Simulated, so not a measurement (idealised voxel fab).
The process module presented herein is designated voxel self aligned contacts.
Section cut is 280 nm wide and gridded with 5 nm square cells.
A cross-section is a grid of square cells, given in bands from the top down. A band is one or more rows of cells. Basically the band line says how high the top is and how high the bottom is, in nm, and then what's in it from left to right, every material with its width in nm. Empty space shows up as "blank", and if a single material carries "everywhere" it runs the full band edge to edge. For the purposes of this specification, 0 denotes the height below which the wafer in its as-received condition is composed wholly of one material, and the lowermost band, lacking a lower limit, extends downward without end, as expressed in "z 0 and below". The expression "30->40" gives the width at the extremes of the band, the first number at its top row of cells and the second at its bottom row, with the width changing by equal amounts from each row to the next in between. Any step labelled "no modification" changed none of the cells in the cross-section. Under "Closed void roster" you'll find the enclosed gaps, the ones with no way out to the top, that are 8 cells or bigger; each reads width x height at distance, with distance counted from the left edge, everything in nm. Whatever follows a step's settings on its line is a remark the simulator itself makes about that step. overlay nm: step with mask; distance mask lay right of planned place; negative value = left of planned place.
## Listed below are the process steps as planned
1) RECEIVE,material Si
2) CONFORMAL_DEP,material SiO2,thk nm 5
3) DIRECTIONAL_DEP,material polySi,thk nm 20
4) DIRECTIONAL_DEP,material SiN,thk nm 20
5) MASKED_ETCH,tone cover,mask id GATE,width nm 30,pitch nm 65,etch materials SiN,depth nm 20,overlay nm 0
6) MASKED_ETCH,tone cover,mask id GATE,width nm 30,pitch nm 65,etch materials polySi,depth nm 20,overlay nm 0
7) CONFORMAL_DEP,material SiN,thk nm 10
8) DIRECTIONAL_ETCH,etch materials SiN,depth nm 10
9) FILL_DEP,material SiO2,thk nm 15
10) CMP,height nm 50
11) PATTERN,tone open,mask id CONTACT,material resist,width nm 45,pitch nm 65,thk nm 15,overlay nm 0
12) DIRECTIONAL_ETCH,etch materials SiO2,depth nm 50
13) STRIP,etch materials resist
14) CONFORMAL_DEP,material TiN,thk nm 5
15) FILL_DEP,material Ru,thk nm 10
16) CMP,height nm 50
17) CONFORMAL_DEP,material SiN,thk nm 5
## As received (post step 1): cross-section
	z 0 and below  Si everywhere
	Closed void roster: none
## Post-module cross-section of the first of two wafers (run per plan)
	z 55 to 50  SiN everywhere
	z 50 to 45  85 SiO2 / 20 TiN / 5 Ru / 20 TiN / 20 SiO2 / 20 TiN / 5 Ru / 20 TiN / 85 SiO2
	z 45 to 25  50 SiO2 / 50 SiN / 5 TiN / 5 Ru / 5 TiN / 50 SiN / 5 TiN / 5 Ru / 5 TiN / 50 SiN / 50 SiO2
	z 25 to 5  50 SiO2 / 10 SiN / 30 polySi / 10 SiN / 5 TiN / 5 Ru / 5 TiN / 10 SiN / 30 polySi / 10 SiN / 5 TiN / 5 Ru / 5 TiN / 10 SiN / 30 polySi / 10 SiN / 50 SiO2
	z 5 to 0  100 SiO2 / 15 TiN / 50 SiO2 / 15 TiN / 100 SiO2
	z 0 and below  Si everywhere
	Closed void roster: none
## Wafer two, end of module, cross-section. Same start, same plan as wafer one. One mistake in the run
	z 55 to 50  SiN everywhere
	z 50 to 45  85 SiO2 / 20 TiN / 5 Ru / 20 TiN / 20 SiO2 / 20 TiN / 5 Ru / 20 TiN / 85 SiO2
	z 45 to 25  50 SiO2 / 50 SiN / 5 TiN / 5 Ru / 5 TiN / 50 SiN / 5 TiN / 5 Ru / 5 TiN / 50 SiN / 50 SiO2
	z 25 to 20  50 SiO2 / 10 SiN / 30 polySi / 10 SiN / 5 TiN / 5 Ru / 5 TiN / 10 SiN / 30 polySi / 10 SiN / 5 TiN / 5 Ru / 5 TiN / 10 SiN / 30 polySi / 10 SiN / 50 SiO2
	z 20 to 15  50 SiO2 / 10 SiN / 30 polySi / 10 SiN / 15 TiN / 10 SiN / 30 polySi / 10 SiN / 15 TiN / 10 SiN / 30 polySi / 10 SiN / 50 SiO2
	z 15 to 5  60 SiN / 30 polySi / 35 SiN / 30 polySi / 35 SiN / 30 polySi / 60 SiN
	z 5 to 0  SiO2 everywhere
	z 0 and below  Si everywhere
	Closed void roster: none
Where did the run depart from the plan? order of steps 7 and 8 inverted relative to the plan
The final cell counts differ between the wafers, with the second having more or fewer of some materials than the first: 6 fewer of Ru | 52 more of SiN | 34 fewer of SiO2 | 12 fewer of TiN
